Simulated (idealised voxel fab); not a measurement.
Title: Process Module voxel spacer lines
Xsec cut, 300 nm wide, square cell size 5 nm.
Square cells in a grid make up a cross-section in this document, and the grid is given as bands, listed from the top down, each one or more rows of cells. Band entry format. Leading values: height of top, height of bottom, nm. Remainder: materials in left-to-right order, each with its width in nm. Special words: "full width" on a single material, which then fills the band edge to edge; "empty", empty space. For the purposes of this specification, 0 denotes the height below which the wafer in its as-received condition is composed wholly of one material, and the lowermost band, lacking a lower limit, extends downward without end, as expressed in "top 0, no bottom". Graded width ("30->40"): value in top row of band = first number; value in bottom row = second number; row-to-row change constant. Step note "all unchanged" = no cross-section cell changed. Empty spaces counting at least 8 cells and having no open way to the top are listed in "Sealed void list". The notation width x height at distance is used for each, the distance being from the left edge and all three values in nm. Heads up: the bit after the settings on a step's line is the simulator's remark on that step. When a step includes a mask, the "overlay nm" setting on its line states how far to the right of its planned place that mask lay, and negative values state how far to the left.

Below is the list of planned process steps:
step 1: RECEIVE: material Si
step 2: CONFORMAL_DEP: material Al2O3, thk nm 10
step 3: DIRECTIONAL_DEP: material polySi, thk nm 15
step 4: DIRECTIONAL_DEP: material aC, thk nm 30
step 5: PATTERN: tone cover, mask id MANDREL, material resist, width nm 15, pitch nm 50, thk nm 40, overlay nm 0
step 6: DIRECTIONAL_ETCH: etch materials aC, depth nm 30
step 7: STRIP: etch materials resist
step 8: CONFORMAL_DEP: material SiO2, thk nm 10
step 9: DIRECTIONAL_ETCH: etch materials SiO2, depth nm 10
step 10: STRIP: etch materials aC
step 11: DIRECTIONAL_ETCH: etch materials polySi, depth nm 15
step 12: STRIP: etch materials SiO2

Wafer as received: cross-section following step 1:
- top 0, no bottom  Si full width
- Sealed void list: none

Final wafer profile in cross-section after the module, from the same start and plan as above, with one mistake made during processing:
- top 25, bottom 10  110 empty / 5 polySi / 15 empty / 5 polySi / 25 empty / 5 polySi / 15 empty / 5 polySi / 115 empty
- top 10, bottom 0  Al2O3 full width
- top 0, no bottom  Si full width
- Sealed void list: none
What broke from the plan during processing? step 8 off recipe, ran as CONFORMAL_DEP: material SiO2, thk nm 5
